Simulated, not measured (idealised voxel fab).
The name of this process module is voxel released beams.
Displayed cross-section: cut, width of 290 nm, square cells sized 5 nm.
Throughout this document, each cross-section is represented as a grid of square cells and is presented as a sequence of bands enumerated from the top downward, where a band comprises one or more rows of cells.
The band entry comprises the height of the band's top followed by the height of its bottom, expressed in nm, and subsequently the band's materials from left to right, each stated together with its width in nm. Where a single material is marked with the word "everywhere", that material fills the band from edge to edge. The word "blank" represents empty space.
Heights are reckoned from 0. Under this level, the received wafer is all of one material. The bottommost band is open-ended downward, for example "0..down".
The notation "30..40" denotes a width that varies across the rows of cells in the band, beginning at the first number in the top row, finishing at the second number in the bottom row, and changing by an identical amount from each row to the next.
Any step labelled "stayed the same" changed none of the cells in the cross-section.
What "Sealed cavities" gives you is every empty space of 8 cells or more that is cut off from the top. Each appears as width x height at distance, with the distance taken from the left edge and width, height and distance all in nm.
The remark found on a step's line after its settings is issued by the simulator itself and pertains to that step.
overlay nm: where the mask lay relative to plan, measured to the right, on steps with a mask; negatives go left.
List of planned process steps
step 1: op RECEIVE | material Si
step 2: op CONFORMAL_DEP | material SiN | thk nm 5
step 3: op DIRECTIONAL_DEP | material SiO2 | thk nm 15
step 4: op DIRECTIONAL_DEP | material aC | thk nm 10
step 5: op PATTERN | tone open | mask id ANCHOR | material resist | width nm 35 | thk nm 25 | overlay nm 0
step 6: op DIRECTIONAL_ETCH | etch materials aC | depth nm 10
step 7: op STRIP | etch materials resist
step 8: op DIRECTIONAL_ETCH | etch materials SiO2 | depth nm 15
step 9: op STRIP | etch materials aC
step 10: op CONFORMAL_DEP | material TiN | thk nm 15
step 11: op PATTERN | tone cover | mask id BEAM | material resist | width nm 95 | thk nm 20 | overlay nm 0
step 12: op DIRECTIONAL_ETCH | etch materials TiN | depth nm 15
step 13: op STRIP | etch materials resist
step 14: op STRIP | etch materials SiO2
So this is the incoming wafer in cross-section - it's already been through step 1
* 0..down = Si everywhere
* Sealed cavities: none
End-of-module XS, first of two wafers, run as planned
* 35..20 = blank: 95, TiN: 20, blank: 5, TiN: 70, blank: 100
* 20..5 = blank: 100, TiN: 35, blank: 155
* 5..0 = SiN everywhere
* 0..down = Si everywhere
* Sealed cavities: none
End of module, second wafer, cross-section. Started like the first, planned like the first, run with one mistake
* 35..20 = blank: 95, TiN: 95, blank: 100
* 20..5 = blank: 105, TiN: 30, blank: 155
* 5..0 = SiN everywhere
* 0..down = Si everywhere
* Sealed cavities: none
Short version of what went wrong: step 5 off recipe, ran as op PATTERN | tone open | mask id ANCHOR | material resist | width nm 30 | thk nm 25 | overlay nm 0
Cell counts per material: same on both final wafers. Positions: different.
